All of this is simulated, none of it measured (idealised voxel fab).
Proc. module: voxel ribs on slabs
The figure presents cross-section cut, which has a width of 255 nm and is divided into square cells with an edge length of 5 nm.
Cross-section format: a grid of square cells, given as bands from top to bottom; each band is one or more rows of cells.
Within each band entry, the heights of the top and of the bottom of the band appear first, in that order and in nm; the materials of the band then follow from left to right, each with its corresponding width in nm. The designation "everywhere" on a single material indicates that it fills the band from edge to edge; the designation "blank" indicates empty space.
A quick word on heights: they are counted from 0, and under that level the wafer as it came to us is one material throughout. The lowest band is different from the rest in having no bottom; it simply continues downward, written as in "top 0, no bottom".
Width "30 to 40": first value at the band's top row of cells, second value at its bottom row, equal change from row to row.
Where a step carries "changes: none", the cross-section came out of it unchanged, cell for cell.
The label "Internal closed voids" introduces a list of the empty spaces, 8 cells or larger, that have no open way up to the top; each entry in it reads width x height at distance, where the distance is taken from the left edge and all three are stated in nm.
Post-settings text on a step line: simulator's own remark regarding the step.
Among the settings permitted on a step's line is "overlay nm"; applied to a step with a mask, it specifies the extent to which the mask lay to the right of its planned position, whereas a negative figure signifies a position to the left.
[The planned process steps are enumerated hereunder]
1: RECEIVE,material Si
2: DIRECTIONAL_DEP,material SiO2,thk nm 25
3: DIRECTIONAL_DEP,material polySi,thk nm 25
4: MASKED_ETCH,tone cover,mask id RIB,width nm 20,etch materials polySi,depth nm 5,overlay nm 0
5: DIRECTIONAL_DEP,material aC,thk nm 15
6: PATTERN,tone cover,mask id SLAB,material resist,width nm 70,thk nm 30,overlay nm 0
7: DIRECTIONAL_ETCH,etch materials aC,depth nm 15
8: STRIP,etch materials resist
9: DIRECTIONAL_ETCH,etch materials polySi,depth nm 20
10: STRIP,etch materials aC
11: FILL_DEP,material SiO2,thk nm 15
12: CMP,height nm 60
13: DIRECTIONAL_DEP,material TiN,thk nm 5
14: MASKED_ETCH,tone cover,mask id HEATER,width nm 30,etch materials TiN,depth nm 5,overlay nm 0
15: CONFORMAL_DEP,material SiO2,thk nm 10
[Wafer at receipt (post step 1), cross-section]
> top 0, no bottom: Si everywhere
> Internal closed voids: none
[Result of the module, cross-sectioned: start per above, plan per above, one error in how it was run]
> top 75, bottom 70: blank: 100, SiO2: 50, blank: 105
> top 70, bottom 65: SiO2 everywhere
> top 65, bottom 60: SiO2: 110, TiN: 30, SiO2: 115
> top 60, bottom 50: SiO2 everywhere
> top 50, bottom 45: SiO2: 115, polySi: 20, SiO2: 120
> top 45, bottom 25: SiO2: 100, polySi: 70, SiO2: 85
> top 25, bottom 0: SiO2 everywhere
> top 0, no bottom: Si everywhere
> Internal closed voids: none
Plan not followed: the process deviated at step 6: the operation and settings actually run there were PATTERN,tone cover,mask id SLAB,material resist,width nm 70,thk nm 30,overlay nm 10
